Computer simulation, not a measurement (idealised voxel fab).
Process module heading - voxel gate over fins
Cross-section cut spans 275 nm and uses square cells 5 nm in size.
The cross-sections in this document take the form of a grid made of square cells. They are written out as bands, in order from top to bottom. Each band consists of one or more rows of cells. Within each band entry, the heights of the top and of the bottom of the band appear first, in that order and in nm; the materials of the band then follow from left to right, each with its corresponding width in nm. The designation "throughout" on a single material indicates that it fills the band from edge to edge; the designation "air" indicates empty space. A quick word on heights: they are counted from 0, and under that level the wafer as it came to us is one material throughout. The lowest band is different from the rest in having no bottom; it simply continues downward, written as in "from 0 down". Width "30..40": first value at the band's top row of cells, second value at its bottom row, equal change from row to row. Key: "nothing different" - step with no changed cell in the cross-section. "Closed-off voids": empty spaces of 8 cells or more with no open way to the top, each given as width x height at distance, distance from the left edge, all in nm. On each step's line, the part that comes after the settings is the simulator's own comment on the step. overlay nm: how far to the right of its planned place the mask lay on this masked step (negative: to the left).
-- Process steps - plan
| 1 | RECEIVE [material Si] |
| 2 | CONFORMAL_DEP [material SiN] [thk nm 10] |
| 3 | DIRECTIONAL_DEP [material aC] [thk nm 10] |
| 4 | PATTERN [tone cover] [mask id FINS] [material resist] [width nm 15] [pitch nm 55] [thk nm 25] [overlay nm 0] |
| 5 | DIRECTIONAL_ETCH [etch materials aC] [depth nm 10] |
| 6 | STRIP [etch materials resist] |
| 7 | DIRECTIONAL_ETCH [etch materials SiN] [depth nm 10] |
| 8 | DIRECTIONAL_ETCH [etch materials Si] [depth nm 40] |
| 9 | STRIP [etch materials aC] |
| 10 | OXIDIZE [depth nm 5] |
| 11 | FILL_DEP [material SiO2] [thk nm 5] |
| 12 | CMP [height nm 10] |
| 13 | PATTERN [tone open] [mask id RAIL] [material resist] [width nm 15] [thk nm 15] [overlay nm 0] |
| 14 | DIRECTIONAL_ETCH [etch materials SiO2] [depth nm 45] |
| 15 | STRIP [etch materials resist] |
| 16 | CONFORMAL_DEP [material TiN] [thk nm 5] |
| 17 | FILL_DEP [material W] [thk nm 10] |
| 18 | CMP [height nm 10] |
| 19 | SELECTIVE_ETCH [etch materials W Ru TiN] [depth nm 30] |
| 20 | FILL_DEP [material SiO2] [thk nm 5] |
| 21 | CMP [height nm 10] |
| 22 | SELECTIVE_ETCH [etch materials SiO2] [depth nm 25] |
| 23 | STRIP [etch materials SiN] |
| 24 | CONFORMAL_DEP [material HfO2] [thk nm 5] |
| 25 | CONFORMAL_DEP [material TiN] [thk nm 5] |
| 26 | CONFORMAL_DEP [material TiAl] [thk nm 5] |
| 27 | CONFORMAL_DEP [material TiN] [thk nm 5] |
| 28 | FILL_DEP [material W] [thk nm 10] |
| 29 | CMP [height nm 25] |
| 30 | CONFORMAL_DEP [material SiN] [thk nm 5] |
-- Cross-section of the wafer as it came to us, i.e., already through step 1
- from 0 down  Si throughout
- Closed-off voids: none
-- Sectioned view, first of two wafers, at the close of the module, processed as intended in the plan
- from 30 to 25  SiN throughout
- from 25 to 20  W throughout
- from 20 to 15  W 60  TiN 45  W 10  TiN 45  W 10  TiN 45  W 60
- from 15 to 10  W 60  TiN 5  TiAl 35  TiN 5  W 10  TiN 5  TiAl 35  TiN 5  W 10  TiN 5  TiAl 35  TiN 5  W 60
- from 10 to 5  W 60  TiN 5  TiAl 5  TiN 25  TiAl 5  TiN 5  W 10  TiN 5  TiAl 5  TiN 25  TiAl 5  TiN 5  W 10  TiN 5  TiAl 5  TiN 25  TiAl 5  TiN 5  W 60
- from 5 to 0  TiN 65  TiAl 5  TiN 5  HfO2 15  TiN 5  TiAl 5  TiN 20  TiAl 5  TiN 5  HfO2 15  TiN 5  TiAl 5  TiN 20  TiAl 5  TiN 5  HfO2 15  TiN 5  TiAl 5  TiN 65
- from 0 to -5  TiAl 70  TiN 5  HfO2 5  Si 5  HfO2 5  TiN 5  TiAl 30  TiN 5  HfO2 5  Si 5  HfO2 5  TiN 5  TiAl 30  TiN 5  HfO2 5  Si 5  HfO2 5  TiN 5  TiAl 70
- from -5 to -10  TiN 75  HfO2 5  Si 5  HfO2 5  TiN 40  HfO2 5  Si 5  HfO2 5  TiN 40  HfO2 5  Si 5  HfO2 5  TiN 75
- from -10 to -15  HfO2 80  Si 5  HfO2 50  Si 5  HfO2 50  Si 5  HfO2 80
- from -15 to -20  SiO2 80  Si 5  SiO2 50  Si 5  SiO2 50  Si 5  SiO2 80
- from -20 to -30  SiO2 80  Si 5  SiO2 15  TiN 5  W 5  TiN 5  SiO2 20  Si 5  SiO2 50  Si 5  SiO2 80
- from -30 to -35  SiO2 80  Si 5  SiO2 15  TiN 15  SiO2 20  Si 5  SiO2 50  Si 5  SiO2 80
- from -35 to -45  SiO2 80  Si 5  SiO2 50  Si 5  SiO2 50  Si 5  SiO2 80
- from -45 down  Si throughout
- Closed-off voids: none
-- Here is the second of the two wafers cut open at the end of the module - same start, same plan as the first one, but we made one mistake running it
- from 30 to 25  SiN throughout
- from 25 to 20  W throughout
- from 20 to 15  W 65  TiN 45  W 10  TiN 45  W 10  TiN 45  W 55
- from 15 to 10  W 65  TiN 5  TiAl 35  TiN 5  W 10  TiN 5  TiAl 35  TiN 5  W 10  TiN 5  TiAl 35  TiN 5  W 55
- from 10 to 5  W 65  TiN 5  TiAl 5  TiN 25  TiAl 5  TiN 5  W 10  TiN 5  TiAl 5  TiN 25  TiAl 5  TiN 5  W 10  TiN 5  TiAl 5  TiN 25  TiAl 5  TiN 5  W 55
- from 5 to 0  TiN 70  TiAl 5  TiN 5  HfO2 15  TiN 5  TiAl 5  TiN 20  TiAl 5  TiN 5  HfO2 15  TiN 5  TiAl 5  TiN 20  TiAl 5  TiN 5  HfO2 15  TiN 5  TiAl 5  TiN 60
- from 0 to -5  TiAl 75  TiN 5  HfO2 5  Si 5  HfO2 5  TiN 5  TiAl 30  TiN 5  HfO2 5  Si 5  HfO2 5  TiN 5  TiAl 30  TiN 5  HfO2 5  Si 5  HfO2 5  TiN 5  TiAl 65
- from -5 to -10  TiN 80  HfO2 5  Si 5  HfO2 5  TiN 40  HfO2 5  Si 5  HfO2 5  TiN 40  HfO2 5  Si 5  HfO2 5  TiN 70
- from -10 to -15  HfO2 85  Si 5  HfO2 50  Si 5  HfO2 50  Si 5  HfO2 75
- from -15 to -20  SiO2 85  Si 5  SiO2 50  Si 5  SiO2 50  Si 5  SiO2 75
- from -20 to -30  SiO2 85  Si 5  SiO2 10  TiN 5  W 5  TiN 5  SiO2 25  Si 5  SiO2 50  Si 5  SiO2 75
- from -30 to -35  SiO2 85  Si 5  SiO2 10  TiN 15  SiO2 25  Si 5  SiO2 50  Si 5  SiO2 75
- from -35 to -45  SiO2 85  Si 5  SiO2 50  Si 5  SiO2 50  Si 5  SiO2 75
- from -45 down  Si throughout
- Closed-off voids: none
So what did we get wrong on this run? it should be noted that step 4 was executed with settings other than those planned, the operation and settings actually applied being PATTERN [tone cover] [mask id FINS] [material resist] [width nm 15] [pitch nm 55] [thk nm 25] [overlay nm 5]
Heads up: at the end the two wafers have identical cell counts per material, they're just laid out differently.
